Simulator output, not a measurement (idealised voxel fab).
process module | voxel ribs on slabs
cross-section cut | 295 nm wide | cells 5 nm
A cross-section is a grid of square cells, given in bands from the top down. A band is one or more rows of cells.
Each band's line starts with the height of the band's top and of its bottom, in nm. Then come its materials from left to right, each with its width in nm. One material with "throughout" fills the band from edge to edge. "air" is empty space.
Height 0 is the level under which the wafer as received is all one material. The lowest band goes on downwards, as in "0 down".
A width such as "30 to 40" changes by the same amount from each row of cells to the next, from the band's top row to its bottom row.
"no change" after a step means that no cell of the cross-section changed.
closed voids: empty space of 8 cells or more with no open way to the top, each as width x height at its distance from the left edge, in nm
after a step's settings: what the simulator itself notes on the step
overlay nm, on a step with a mask: how far to the right of its planned place the mask lay; to the left if negative
plan
1 op RECEIVE | material Si
2 op DIRECTIONAL_DEP | material SiO2 | thk nm 20
3 op DIRECTIONAL_DEP | material polySi | thk nm 25
4 op DIRECTIONAL_DEP | material aC | thk nm 10
5 op PATTERN | tone cover | mask id RIB | material resist | width nm 15 | thk nm 30 | overlay nm 0
6 op DIRECTIONAL_ETCH | etch materials aC | depth nm 10
7 op STRIP | etch materials resist
8 op DIRECTIONAL_ETCH | etch materials polySi | depth nm 15
9 op STRIP | etch materials aC
10 op DIRECTIONAL_DEP | material aC | thk nm 15
11 op PATTERN | tone cover | mask id SLAB | material resist | width nm 55 | thk nm 35 | overlay nm 0
12 op DIRECTIONAL_ETCH | etch materials aC | depth nm 15
13 op STRIP | etch materials resist
14 op DIRECTIONAL_ETCH | etch materials polySi | depth nm 10
15 op STRIP | etch materials aC
16 op FILL_DEP | material SiO2 | thk nm 15
17 op CMP | height nm 55
18 op DIRECTIONAL_DEP | material TiN | thk nm 10
19 op PATTERN | tone cover | mask id HEATER | material resist | width nm 25 | thk nm 20 | overlay nm 0
20 op DIRECTIONAL_ETCH | etch materials TiN | depth nm 10
21 op STRIP | etch materials resist
22 op CONFORMAL_DEP | material SiO2 | thk nm 5
as received, after step 1
  0 down: Si throughout
  closed voids: none
a wafer at the end: this start, this plan, one mistake
  70 to 65: air 130 | SiO2 35 | air 130
  65 to 60: air 130 | SiO2 5 | TiN 25 | SiO2 5 | air 130
  60 to 55: SiO2 135 | TiN 25 | SiO2 135
  55 to 25: SiO2 throughout
  25 to 0: polySi throughout
  0 down: Si throughout
  closed voids: none
what went wrong: steps 2 and 3 were swapped
